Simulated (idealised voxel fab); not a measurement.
You're looking at the process module voxel self aligned vias.
Section shown: cut. Width: 235 nm. Cell size: 5 nm, square.
Cross-sections here: square-cell grids, written as top-down lists of bands, a band being one or more rows of cells. First you get the band's top height and its bottom height, in nm, and then the materials it's made of, left to right, with each width in nm. If you see a single material with "throughout", that one covers the band edge to edge. "blank" is empty space. Heights from 0 (as-received wafer is one material below). Bottom band endless downward, as "from 0 down". Note: "30 to 40" means the width goes from the first number (top row of the band) to the second number (bottom row) in equal steps per row of cells. Where a step carries "no modifications", the cross-section came out of it unchanged, cell for cell. "Listed closed voids" - sealed voids, min. 8 cells, no opening to top; format: width x height at distance (distance from left edge; nm throughout). It should be noted that, on the line of a given step, the content following the step's settings is a remark produced by the simulator itself with respect to that step. The optional step-line setting "overlay nm" applies to steps with a mask and quantifies how far to the right of its planned location the mask lay, a negative value indicating leftward placement.
Listed below are the process steps as planned:
1) RECEIVE, material Si
2) CONFORMAL_DEP, material SiO2, thk nm 15
3) CONFORMAL_DEP, material SiCN, thk nm 5
4) DIRECTIONAL_DEP, material lowk, thk nm 30
5) DIRECTIONAL_DEP, material aC, thk nm 15
6) PATTERN, tone open, mask id LINES, material resist, width nm 15, pitch nm 60, thk nm 35, overlay nm 0
7) DIRECTIONAL_ETCH, etch materials aC, depth nm 15
8) STRIP, etch materials resist
9) DIRECTIONAL_ETCH, etch materials lowk, depth nm 30
10) STRIP, etch materials aC
11) CONFORMAL_DEP, material TiN, thk nm 5
12) FILL_DEP, material Ru, thk nm 5
13) CMP, height nm 50
14) SELECTIVE_ETCH, etch materials W Ru TiN, depth nm 5
15) FILL_DEP, material SiN, thk nm 5
16) CMP, height nm 50
17) DIRECTIONAL_DEP, material lowk, thk nm 20
18) PATTERN, tone open, mask id VIAS, material resist, width nm 30, pitch nm 60, thk nm 15, overlay nm 0
19) DIRECTIONAL_ETCH, etch materials lowk, depth nm 20
20) DIRECTIONAL_ETCH, etch materials SiN, depth nm 5
21) STRIP, etch materials resist
22) CONFORMAL_DEP, material TiN, thk nm 5
23) FILL_DEP, material Cu, thk nm 10
24) CMP, height nm 70
25) CONFORMAL_DEP, material SiCN, thk nm 5
Heads up: all these wafers start the same, and what changes between them is the width nm in step 6. The value you see in the plan is just what the first wafer got.
Here's the first of the wafers in cross-section, just as we got it, i.e. after step 1:
> from 0 down = Si throughout
> Listed closed voids: none
Shown in cross-section: the first of several wafers at the end of the module, after its last step, step 25:
> from 75 to 70 = SiCN throughout
> from 70 to 55 = lowk 70; TiN 5; Cu 20; TiN 5; lowk 30; TiN 5; Cu 20; TiN 5; lowk 75
> from 55 to 50 = lowk 70; TiN 15; Cu 5; TiN 10; lowk 30; TiN 15; Cu 5; TiN 10; lowk 75
> from 50 to 45 = lowk 80; TiN 15; lowk 45; TiN 15; lowk 80
> from 45 to 25 = lowk 80; TiN 5; Ru 5; TiN 5; lowk 45; TiN 5; Ru 5; TiN 5; lowk 80
> from 25 to 20 = lowk 80; TiN 15; lowk 45; TiN 15; lowk 80
> from 20 to 15 = SiCN throughout
> from 15 to 0 = SiO2 throughout
> from 0 down = Si throughout
> Listed closed voids: none
So this is the cross-section on the last wafer at the end of the module:
> from 75 to 70 = SiCN throughout
> from 70 to 50 = lowk 70; TiN 5; Cu 20; TiN 5; lowk 30; TiN 5; Cu 20; TiN 5; lowk 75
> from 50 to 45 = lowk 70; TiN 30; SiN 5; lowk 25; TiN 30; SiN 5; lowk 70
> from 45 to 25 = lowk 70; TiN 5; Ru 25; TiN 5; lowk 25; TiN 5; Ru 25; TiN 5; lowk 70
> from 25 to 20 = lowk 70; TiN 35; lowk 25; TiN 35; lowk 70
> from 20 to 15 = SiCN throughout
> from 15 to 0 = SiO2 throughout
> from 0 down = Si throughout
> Listed closed voids: none
Per wafer, end of module: cells gained (+) or lost (-) per material since receipt, then closed voids:
width nm 15; +26 Cu; +8 Ru; +94 SiCN; +141 SiO2; +50 TiN; +386 lowk; Listed closed voids: none
width nm 20; +28 Cu; +16 Ru; +94 SiCN; +141 SiO2; +52 TiN; +374 lowk; Listed closed voids: none
width nm 25; +30 Cu; +24 Ru; +94 SiCN; +141 SiO2; +54 TiN; +362 lowk; Listed closed voids: none
width nm 30; +32 Cu; +32 Ru; +94 SiCN; +141 SiO2; +56 TiN; +350 lowk; Listed closed voids: none
width nm 35; +32 Cu; +40 Ru; +94 SiCN; +2 SiN; +141 SiO2; +58 TiN; +338 lowk; Listed closed voids: none
